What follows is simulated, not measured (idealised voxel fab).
process module | voxel self aligned vias
cross-section cut | 205 nm wide | cells 5 nm
A cross-section is a grid of square cells, given in bands from the top down. A band is one or more rows of cells.
Each band's line starts with the height of the band's top and of its bottom, in nm. Then come its materials from left to right, each with its width in nm. One material with "throughout" fills the band from edge to edge. "air" is empty space.
Height 0 is the level under which the wafer as received is all one material. The lowest band goes on downwards, as in "0 down".
A width such as "30 to 40" changes by the same amount from each row of cells to the next, from the band's top row to its bottom row.
"no change" after a step means that no cell of the cross-section changed.
closed voids: empty space of 8 cells or more with no open way to the top, each as width x height at its distance from the left edge, in nm
after a step's settings: what the simulator itself notes on the step
overlay nm, on a step with a mask: how far to the right of its planned place the mask lay; to the left if negative
plan
1 op RECEIVE | material Si
2 op CONFORMAL_DEP | material SiO2 | thk nm 10
3 op CONFORMAL_DEP | material SiCN | thk nm 5
4 op DIRECTIONAL_DEP | material lowk | thk nm 30
5 op PATTERN | tone open | mask id LINES | material resist | width nm 20 | pitch nm 55 | thk nm 15 | overlay nm 0
6 op DIRECTIONAL_ETCH | etch materials lowk | depth nm 30
7 op STRIP | etch materials resist
8 op CONFORMAL_DEP | material TiN | thk nm 5
9 op FILL_DEP | material W | thk nm 5
10 op CMP | height nm 45
11 op SELECTIVE_ETCH | etch materials W Ru TiN | depth nm 10
12 op FILL_DEP | material SiN | thk nm 10
13 op CMP | height nm 45
14 op DIRECTIONAL_DEP | material lowk | thk nm 20
15 op DIRECTIONAL_DEP | material aC | thk nm 10
16 op PATTERN | tone open | mask id VIAS | material resist | width nm 30 | pitch nm 55 | thk nm 30 | overlay nm -15
17 op DIRECTIONAL_ETCH | etch materials aC | depth nm 10
18 op STRIP | etch materials resist
19 op DIRECTIONAL_ETCH | etch materials lowk | depth nm 20
20 op DIRECTIONAL_ETCH | etch materials SiN | depth nm 10
21 op STRIP | etch materials aC
22 op CONFORMAL_DEP | material TiN | thk nm 5
23 op FILL_DEP | material Ru | thk nm 5
24 op CMP | height nm 65
25 op CONFORMAL_DEP | material SiCN | thk nm 5
varied across the wafers: overlay nm of step 16. The plan shows the first wafer's value. All wafers start alike
first wafer as received, after step 1
  0 down: Si throughout
  closed voids: none
first wafer at the end, after step 25
  70 to 65: SiCN throughout
  65 to 50: lowk 15 | TiN 5 | Ru 20 | TiN 5 | lowk 25 | TiN 5 | Ru 20 | TiN 5 | lowk 25 | TiN 5 | Ru 20 | TiN 5 | lowk 50
  50 to 45: lowk 15 | TiN 30 | lowk 25 | TiN 30 | lowk 25 | TiN 30 | lowk 50
  45 to 35: lowk 35 | TiN 10 | SiN 10 | lowk 35 | TiN 10 | SiN 10 | lowk 35 | TiN 10 | SiN 10 | lowk 40
  35 to 20: lowk 35 | TiN 5 | W 10 | TiN 5 | lowk 35 | TiN 5 | W 10 | TiN 5 | lowk 35 | TiN 5 | W 10 | TiN 5 | lowk 40
  20 to 15: lowk 35 | TiN 20 | lowk 35 | TiN 20 | lowk 35 | TiN 20 | lowk 40
  15 to 10: SiCN throughout
  10 to 0: SiO2 throughout
  0 down: Si throughout
  closed voids: none
last wafer at the end
  70 to 65: SiCN throughout
  65 to 50: lowk 45 | TiN 5 | Ru 20 | TiN 5 | lowk 25 | TiN 5 | Ru 20 | TiN 5 | lowk 25 | TiN 5 | Ru 20 | TiN 5 | lowk 20
  50 to 45: lowk 45 | TiN 30 | lowk 25 | TiN 30 | lowk 25 | TiN 30 | lowk 20
  45 to 35: lowk 35 | SiN 10 | TiN 10 | lowk 35 | SiN 10 | TiN 10 | lowk 35 | SiN 10 | TiN 10 | lowk 40
  35 to 20: lowk 35 | TiN 5 | W 10 | TiN 5 | lowk 35 | TiN 5 | W 10 | TiN 5 | lowk 35 | TiN 5 | W 10 | TiN 5 | lowk 40
  20 to 15: lowk 35 | TiN 20 | lowk 35 | TiN 20 | lowk 35 | TiN 20 | lowk 40
  15 to 10: SiCN throughout
  10 to 0: SiO2 throughout
  0 down: Si throughout
  closed voids: none
each wafer at the end: cells of each material gained (+) or lost (-) since it was received, then its closed voids
overlay nm -15 | +36 Ru | +82 SiCN | +12 SiN | +82 SiO2 | +78 TiN | +18 W | +266 lowk | closed voids: none
overlay nm -10 | +42 Ru | +82 SiCN | +6 SiN | +82 SiO2 | +78 TiN | +18 W | +266 lowk | closed voids: none
overlay nm -5 | +48 Ru | +82 SiCN | +82 SiO2 | +78 TiN | +18 W | +266 lowk | closed voids: none
overlay nm 0 | +48 Ru | +82 SiCN | +82 SiO2 | +78 TiN | +18 W | +266 lowk | closed voids: none
overlay nm 5 | +48 Ru | +82 SiCN | +82 SiO2 | +78 TiN | +18 W | +266 lowk | closed voids: none
overlay nm 10 | +42 Ru | +82 SiCN | +6 SiN | +82 SiO2 | +78 TiN | +18 W | +266 lowk | closed voids: none
overlay nm 15 | +36 Ru | +82 SiCN | +12 SiN | +82 SiO2 | +78 TiN | +18 W | +266 lowk | closed voids: none
